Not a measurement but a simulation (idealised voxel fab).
Process module name: voxel gate over fins
The figure presents cross-section cut, which has a width of 275 nm and is divided into square cells with an edge length of 5 nm.
For the purposes of this document, a cross-section shall be understood as a grid of square cells, specified as bands listed in top-to-bottom order, each band consisting of one or more rows of cells.
What a band's entry tells you: where the top is and where the bottom is, as heights in nm, and after that what lies inside, material by material from left to right, each with its width in nm. Empty space is written as the word "blank", and a single material marked with the word "all across" occupies the band from edge to edge.
Basically, 0 is our baseline, since under it the wafer straight out of the box is all one material. The bottom band has no lower end and keeps on going down, so it looks like "z 0 and below".
With a width like "30->40", each row of cells in the band differs from the next by the same amount, the top row carrying the first number and the bottom row the second.
It should be understood that the words "nothing was modified", when stated for a given step, signify that the cross-section underwent no change in any of its cells during that step.
What "Closed void inventory" gives you is every empty space of 8 cells or more that is cut off from the top. Each appears as width x height at distance, with the distance taken from the left edge and width, height and distance all in nm.
after a step's settings: what the simulator itself notes on the step
"overlay nm" denotes, for a step that has a mask, the displacement of the mask to the right of its planned place, with negative values corresponding to the left.

The process steps that were planned are listed below:
1: RECEIVE, material Si
2: CONFORMAL_DEP, material SiN, thk nm 10
3: MASKED_ETCH, tone cover, mask id FINS, width nm 15, pitch nm 40, etch materials SiN, depth nm 10, overlay nm 0
4: MASKED_ETCH, tone cover, mask id FINS, width nm 15, pitch nm 40, etch materials Si, depth nm 30, overlay nm 0
5: OXIDIZE, depth nm 5
6: FILL_DEP, material SiO2, thk nm 10
7: CMP, height nm 10
8: SELECTIVE_ETCH, etch materials SiO2, depth nm 25
9: STRIP, etch materials SiN
10: CONFORMAL_DEP, material HfO2, thk nm 5
11: CONFORMAL_DEP, material TiN, thk nm 5
12: FILL_DEP, material W, thk nm 10
13: CMP, height nm 15
14: CONFORMAL_DEP, material SiCN, thk nm 10

Incoming wafer, cross-sectional view, post step 1:
- z 0 and below = Si all across
- Closed void inventory: none

Wafer at module end, in section. Began as above, planned as above, run with one mistake:
- z 25 to 15 = SiCN all across
- z 15 to 10 = W all across
- z 10 to 5 = 100 of W, then 35 of TiN, then 5 of W, then 35 of TiN, then 100 of W
- z 5 to 0 = 100 of W, then 5 of TiN, then 25 of HfO2, then 5 of TiN, then 5 of W, then 5 of TiN, then 25 of HfO2, then 5 of TiN, then 100 of W
- z 0 to -5 = 100 of W, then 5 of TiN, then 5 of HfO2, then 15 of Si, then 5 of HfO2, then 5 of TiN, then 5 of W, then 5 of TiN, then 5 of HfO2, then 15 of Si, then 5 of HfO2, then 5 of TiN, then 100 of W
- z -5 to -10 = 105 of TiN, then 5 of HfO2, then 15 of Si, then 5 of HfO2, then 15 of TiN, then 5 of HfO2, then 15 of Si, then 5 of HfO2, then 105 of TiN
- z -10 to -15 = 110 of HfO2, then 15 of Si, then 25 of HfO2, then 15 of Si, then 110 of HfO2
- z -15 to -35 = 110 of SiO2, then 15 of Si, then 25 of SiO2, then 15 of Si, then 110 of SiO2
- z -35 and below = Si all across
- Closed void inventory: none
Diagnosis: step 3 changed vs plan, executed as MASKED_ETCH, tone cover, mask id FINS, width nm 25, pitch nm 40, etch materials SiN, depth nm 10, overlay nm 0
